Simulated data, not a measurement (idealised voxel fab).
Process module, titled voxel gate over fins
The cross-section shown here is cut; it is 145 nm wide and divided into square cells measuring 5 nm on a side.
Cross-section = grid of square cells, listed top down in bands; band = one or more rows. Within each band entry, the heights of the top and of the bottom of the band appear first, in that order and in nm; the materials of the band then follow from left to right, each with its corresponding width in nm. The designation "everywhere" on a single material indicates that it fills the band from edge to edge; the designation "air" indicates empty space. Note: height 0 marks the level under which the wafer is uniformly one material as received. Lowest band unbounded below, written "0 and below". Per-row width for "30 to 40": begins at first number (top row of band), ends at second number (bottom row), increment between rows held constant. "no change occurred" after a step means that no cell of the cross-section changed. Basically, "Enclosed internal voids" tells you about the enclosed voids: empty spaces with no open way to the top, 8 cells or bigger, each written width x height at distance, where distance is from the left edge, all in nm. Whatever follows a step's settings on its line is a remark the simulator itself makes about that step. If you see "overlay nm" on a step's line and that step has a mask, it's telling you how far right of where it was planned the mask ended up; a negative number means it went left instead.
Planned process steps
1: RECEIVE, material Si
2: CONFORMAL_DEP, material SiN, thk nm 10
3: DIRECTIONAL_DEP, material aC, thk nm 15
4: PATTERN, tone cover, mask id FINS, material resist, width nm 15, pitch nm 40, thk nm 35, overlay nm -10
5: DIRECTIONAL_ETCH, etch materials aC, depth nm 15
6: STRIP, etch materials resist
7: DIRECTIONAL_ETCH, etch materials SiN, depth nm 10
8: DIRECTIONAL_ETCH, etch materials Si, depth nm 30
9: STRIP, etch materials aC
10: OXIDIZE, depth nm 5
11: FILL_DEP, material SiO2, thk nm 10
12: CMP, height nm 10
13: SELECTIVE_ETCH, etch materials SiO2, depth nm 25
14: STRIP, etch materials SiN
15: CONFORMAL_DEP, material HfO2, thk nm 5
16: CONFORMAL_DEP, material TiN, thk nm 5
17: FILL_DEP, material W, thk nm 10
18: CMP, height nm 15
19: CONFORMAL_DEP, material SiN, thk nm 5
For clarity, it should be stated that the wafers under discussion commence in an identical condition and differ with respect to the overlay nm of step 4, the plan indicating the value that the first wafer had.
Cross-section, first of several wafers, as delivered after step 1
0 and below  Si everywhere
Enclosed internal voids: none
Cross-section of the first of several wafers once the module has run through its last step, step 19
20 down to 15  SiN everywhere
15 down to 10  W everywhere
10 down to 5  W 10  TiN 25  W 15  TiN 25  W 15  TiN 25  W 30
5 down to 0  W 10  TiN 5  HfO2 15  TiN 5  W 15  TiN 5  HfO2 15  TiN 5  W 15  TiN 5  HfO2 15  TiN 5  W 30
0 down to -5  W 10  TiN 5  HfO2 5  Si 5  HfO2 5  TiN 5  W 15  TiN 5  HfO2 5  Si 5  HfO2 5  TiN 5  W 15  TiN 5  HfO2 5  Si 5  HfO2 5  TiN 5  W 30
-5 down to -10  TiN 15  HfO2 5  Si 5  HfO2 5  TiN 25  HfO2 5  Si 5  HfO2 5  TiN 25  HfO2 5  Si 5  HfO2 5  TiN 35
-10 down to -15  HfO2 20  Si 5  HfO2 35  Si 5  HfO2 35  Si 5  HfO2 40
-15 down to -35  SiO2 20  Si 5  SiO2 35  Si 5  SiO2 35  Si 5  SiO2 40
-35 and below  Si everywhere
Enclosed internal voids: none
Here's the last wafer cross-sectioned at the end of the module
20 down to 15  SiN everywhere
15 down to 10  W everywhere
10 down to 5  W 30  TiN 25  W 15  TiN 25  W 15  TiN 25  W 10
5 down to 0  W 30  TiN 5  HfO2 15  TiN 5  W 15  TiN 5  HfO2 15  TiN 5  W 15  TiN 5  HfO2 15  TiN 5  W 10
0 down to -5  W 30  TiN 5  HfO2 5  Si 5  HfO2 5  TiN 5  W 15  TiN 5  HfO2 5  Si 5  HfO2 5  TiN 5  W 15  TiN 5  HfO2 5  Si 5  HfO2 5  TiN 5  W 10
-5 down to -10  TiN 35  HfO2 5  Si 5  HfO2 5  TiN 25  HfO2 5  Si 5  HfO2 5  TiN 25  HfO2 5  Si 5  HfO2 5  TiN 15
-10 down to -15  HfO2 40  Si 5  HfO2 35  Si 5  HfO2 35  Si 5  HfO2 20
-15 down to -35  SiO2 40  Si 5  SiO2 35  Si 5  SiO2 35  Si 5  SiO2 20
-35 and below  Si everywhere
Enclosed internal voids: none
Every row in this table is a wafer at the end of the module, and it gives, for each of the materials, the cells that wafer has gained (+) or lost (-) since it was received, then its closed voids
overlay nm -10, +47 HfO2, -182 Si, +29 SiN, +104 SiO2, +47 TiN, +71 W, Enclosed internal voids: none
overlay nm -5, +47 HfO2, -182 Si, +29 SiN, +104 SiO2, +47 TiN, +71 W, Enclosed internal voids: none
overlay nm 0, +47 HfO2, -182 Si, +29 SiN, +104 SiO2, +47 TiN, +71 W, Enclosed internal voids: none
overlay nm 5, +47 HfO2, -182 Si, +29 SiN, +104 SiO2, +47 TiN, +71 W, Enclosed internal voids: none
overlay nm 10, +47 HfO2, -182 Si, +29 SiN, +104 SiO2, +47 TiN, +71 W, Enclosed internal voids: none
